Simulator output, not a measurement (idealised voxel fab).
This is a process module. Its name is voxel trench capacitor.
The width of the displayed cross-section, cut, is 230 nm; its cells are square, with a size of 5 nm.
A cross-section is written here as square cells arranged in a grid, and it is given in bands from the top down, each band taking up one or more rows of cells.
Band: top height; bottom height; in nm. Then, left to right: material with width in nm, for each material. "all across": a single material spanning edge to edge. "air": empty space.
A quick word on heights: they are counted from 0, and under that level the wafer as it came to us is one material throughout. The lowest band is different from the rest in having no bottom; it simply continues downward, written as in "from 0 down".
Quick explanation for "30->40": the width changes in equal steps down the rows of cells, from the first number in the band's top row to the second number in its bottom row.
When a step is marked "identical to before", none of the cells in the cross-section changed during that step.
So "Encapsulated voids" is basically the list of trapped voids: any empty space of 8 cells or more that can't reach the top through an opening. They're written width x height at distance, the distance being from the left edge, and it's all nm.
The remark found on a step's line after its settings is issued by the simulator itself and pertains to that step.
Each step line may optionally specify "overlay nm", which for a step with a mask gives the rightward distance between the mask's planned place and where it lay, a negative value indicating the leftward direction.

Process steps (planned):
1,RECEIVE [material Si]
2,CONFORMAL_DEP [material SiN] [thk nm 5]
3,DIRECTIONAL_DEP [material aC] [thk nm 10]
4,PATTERN [tone open] [mask id TRENCH] [material resist] [width nm 30] [pitch nm 55] [thk nm 30] [overlay nm 0]
5,DIRECTIONAL_ETCH [etch materials aC] [depth nm 10]
6,STRIP [etch materials resist]
7,DIRECTIONAL_ETCH [etch materials SiN] [depth nm 5]
8,DIRECTIONAL_ETCH [etch materials Si] [depth nm 30]
9,STRIP [etch materials aC]
10,CONFORMAL_DEP [material HfO2] [thk nm 5]
11,CONFORMAL_DEP [material TiN] [thk nm 5]
12,FILL_DEP [material W] [thk nm 5]
13,CMP [height nm 5]

Run as planned: first of two wafers:

As-received state of the wafer in cross-section, equivalent to post-step 1:
from 0 down: Si all across
Encapsulated voids: none

Sectional view: wafer, after step 2:
from 5 to 0: SiN all across
Everything under 0 stays put, no change at all.

Sectional view: wafer, after step 3:
from 15 to 5: aC all across
Everything under 5 stays put, no change at all.

Sectional view: wafer, after step 4:
from 45 to 15: resist (70), then air (30), then resist (25), then air (30), then resist (75)
Everything under 15 stays put, no change at all.

Sectional view: wafer, after step 5:
from 35 to 15: resist (70), then air (30), then resist (25), then air (30), then resist (75)
from 15 to 5: aC (70), then air (30), then aC (25), then air (30), then aC (75)
Everything under 5 stays put, no change at all.

Sectional view: wafer, after step 6:
from 15 to 5: aC (70), then air (30), then aC (25), then air (30), then aC (75)
Everything under 5 stays put, no change at all.

Sectional view: wafer, after step 7:
from 15 to 5: aC (70), then air (30), then aC (25), then air (30), then aC (75)
from 5 to 0: SiN (70), then air (30), then SiN (25), then air (30), then SiN (75)
Everything under 0 stays put, no change at all.

Sectional view: wafer, after step 8:
from 15 to 5: aC (70), then air (30), then aC (25), then air (30), then aC (75)
from 5 to 0: SiN (70), then air (30), then SiN (25), then air (30), then SiN (75)
from 0 to -30: Si (70), then air (30), then Si (25), then air (30), then Si (75)
Everything under -30 stays put, no change at all.

Sectional view: wafer, after step 9:
from 5 to 0: SiN (70), then air (30), then SiN (25), then air (30), then SiN (75)
Everything under 0 stays put, no change at all.

Sectional view: wafer, after step 10:
from 10 to 5: HfO2 (75), then air (20), then HfO2 (35), then air (20), then HfO2 (80)
from 5 to 0: SiN (70), then HfO2 (5), then air (20), then HfO2 (5), then SiN (25), then HfO2 (5), then air (20), then HfO2 (5), then SiN (75)
from 0 to -25: Si (70), then HfO2 (5), then air (20), then HfO2 (5), then Si (25), then HfO2 (5), then air (20), then HfO2 (5), then Si (75)
from -25 to -30: Si (70), then HfO2 (30), then Si (25), then HfO2 (30), then Si (75)
Everything under -30 stays put, no change at all.

Sectional view: wafer, after step 11:
from 15 to 10: TiN (80), then air (10), then TiN (45), then air (10), then TiN (85)
from 10 to 5: HfO2 (75), then TiN (5), then air (10), then TiN (5), then HfO2 (35), then TiN (5), then air (10), then TiN (5), then HfO2 (80)
from 5 to 0: SiN (70), then HfO2 (5), then TiN (5), then air (10), then TiN (5), then HfO2 (5), then SiN (25), then HfO2 (5), then TiN (5), then air (10), then TiN (5), then HfO2 (5), then SiN (75)
from 0 to -20: Si (70), then HfO2 (5), then TiN (5), then air (10), then TiN (5), then HfO2 (5), then Si (25), then HfO2 (5), then TiN (5), then air (10), then TiN (5), then HfO2 (5), then Si (75)
from -20 to -25: Si (70), then HfO2 (5), then TiN (20), then HfO2 (5), then Si (25), then HfO2 (5), then TiN (20), then HfO2 (5), then Si (75)
Everything under -25 stays put, no change at all.

Sectional view: wafer, after step 12:
from 20 to 15: W all across
from 15 to 10: TiN (80), then W (10), then TiN (45), then W (10), then TiN (85)
from 10 to 5: HfO2 (75), then TiN (5), then W (10), then TiN (5), then HfO2 (35), then TiN (5), then W (10), then TiN (5), then HfO2 (80)
from 5 to 0: SiN (70), then HfO2 (5), then TiN (5), then W (10), then TiN (5), then HfO2 (5), then SiN (25), then HfO2 (5), then TiN (5), then W (10), then TiN (5), then HfO2 (5), then SiN (75)
from 0 to -20: Si (70), then HfO2 (5), then TiN (5), then W (10), then TiN (5), then HfO2 (5), then Si (25), then HfO2 (5), then TiN (5), then W (10), then TiN (5), then HfO2 (5), then Si (75)
Everything under -20 stays put, no change at all.

Sectional view: wafer, after step 13:
from 5 to 0: SiN (70), then HfO2 (5), then TiN (5), then W (10), then TiN (5), then HfO2 (5), then SiN (25), then HfO2 (5), then TiN (5), then W (10), then TiN (5), then HfO2 (5), then SiN (75)
Everything under 0 stays put, no change at all.

Second wafer, same starting state and plan as the first, one mistake in the run, identical through step 3:

Look at the second wafer in cross-section at the time step 4 ought to have finished:
from 45 to 15: resist (60), then air (30), then resist (25), then air (30), then resist (85)
Everything under 15 stays put, no change at all.

Look at the second wafer in cross-section at the time step 5 ought to have finished:
from 35 to 15: resist (60), then air (30), then resist (25), then air (30), then resist (85)
from 15 to 5: aC (60), then air (30), then aC (25), then air (30), then aC (85)
Everything under 5 stays put, no change at all.

Look at the second wafer in cross-section at the time step 6 ought to have finished:
from 15 to 5: aC (60), then air (30), then aC (25), then air (30), then aC (85)
Everything under 5 stays put, no change at all.

Look at the second wafer in cross-section at the time step 7 ought to have finished:
from 15 to 5: aC (60), then air (30), then aC (25), then air (30), then aC (85)
from 5 to 0: SiN (60), then air (30), then SiN (25), then air (30), then SiN (85)
Everything under 0 stays put, no change at all.

Look at the second wafer in cross-section at the time step 8 ought to have finished:
from 15 to 5: aC (60), then air (30), then aC (25), then air (30), then aC (85)
from 5 to 0: SiN (60), then air (30), then SiN (25), then air (30), then SiN (85)
from 0 to -30: Si (60), then air (30), then Si (25), then air (30), then Si (85)
Everything under -30 stays put, no change at all.

Look at the second wafer in cross-section at the time step 9 ought to have finished:
from 5 to 0: SiN (60), then air (30), then SiN (25), then air (30), then SiN (85)
Everything under 0 stays put, no change at all.

Look at the second wafer in cross-section at the time step 10 ought to have finished:
from 10 to 5: HfO2 (65), then air (20), then HfO2 (35), then air (20), then HfO2 (90)
from 5 to 0: SiN (60), then HfO2 (5), then air (20), then HfO2 (5), then SiN (25), then HfO2 (5), then air (20), then HfO2 (5), then SiN (85)
from 0 to -25: Si (60), then HfO2 (5), then air (20), then HfO2 (5), then Si (25), then HfO2 (5), then air (20), then HfO2 (5), then Si (85)
from -25 to -30: Si (60), then HfO2 (30), then Si (25), then HfO2 (30), then Si (85)
Everything under -30 stays put, no change at all.

Look at the second wafer in cross-section at the time step 11 ought to have finished:
from 15 to 10: TiN (70), then air (10), then TiN (45), then air (10), then TiN (95)
from 10 to 5: HfO2 (65), then TiN (5), then air (10), then TiN (5), then HfO2 (35), then TiN (5), then air (10), then TiN (5), then HfO2 (90)
from 5 to 0: SiN (60), then HfO2 (5), then TiN (5), then air (10), then TiN (5), then HfO2 (5), then SiN (25), then HfO2 (5), then TiN (5), then air (10), then TiN (5), then HfO2 (5), then SiN (85)
from 0 to -20: Si (60), then HfO2 (5), then TiN (5), then air (10), then TiN (5), then HfO2 (5), then Si (25), then HfO2 (5), then TiN (5), then air (10), then TiN (5), then HfO2 (5), then Si (85)
from -20 to -25: Si (60), then HfO2 (5), then TiN (20), then HfO2 (5), then Si (25), then HfO2 (5), then TiN (20), then HfO2 (5), then Si (85)
Everything under -25 stays put, no change at all.

Look at the second wafer in cross-section at the time step 12 ought to have finished:
from 20 to 15: W all across
from 15 to 10: TiN (70), then W (10), then TiN (45), then W (10), then TiN (95)
from 10 to 5: HfO2 (65), then TiN (5), then W (10), then TiN (5), then HfO2 (35), then TiN (5), then W (10), then TiN (5), then HfO2 (90)
from 5 to 0: SiN (60), then HfO2 (5), then TiN (5), then W (10), then TiN (5), then HfO2 (5), then SiN (25), then HfO2 (5), then TiN (5), then W (10), then TiN (5), then HfO2 (5), then SiN (85)
from 0 to -20: Si (60), then HfO2 (5), then TiN (5), then W (10), then TiN (5), then HfO2 (5), then Si (25), then HfO2 (5), then TiN (5), then W (10), then TiN (5), then HfO2 (5), then Si (85)
Everything under -20 stays put, no change at all.

Look at the second wafer in cross-section at the time step 13 ought to have finished:
from 5 to 0: SiN (60), then HfO2 (5), then TiN (5), then W (10), then TiN (5), then HfO2 (5), then SiN (25), then HfO2 (5), then TiN (5), then W (10), then TiN (5), then HfO2 (5), then SiN (85)
Everything under 0 stays put, no change at all.
Run error: heads up, step 4 didn't go per plan, it actually ran as PATTERN [tone open] [mask id TRENCH] [material resist] [width nm 30] [pitch nm 55] [thk nm 30] [overlay nm -10]
By the end, you'd get the same cell count for each material on either wafer, but the second wafer puts them somewhere else.
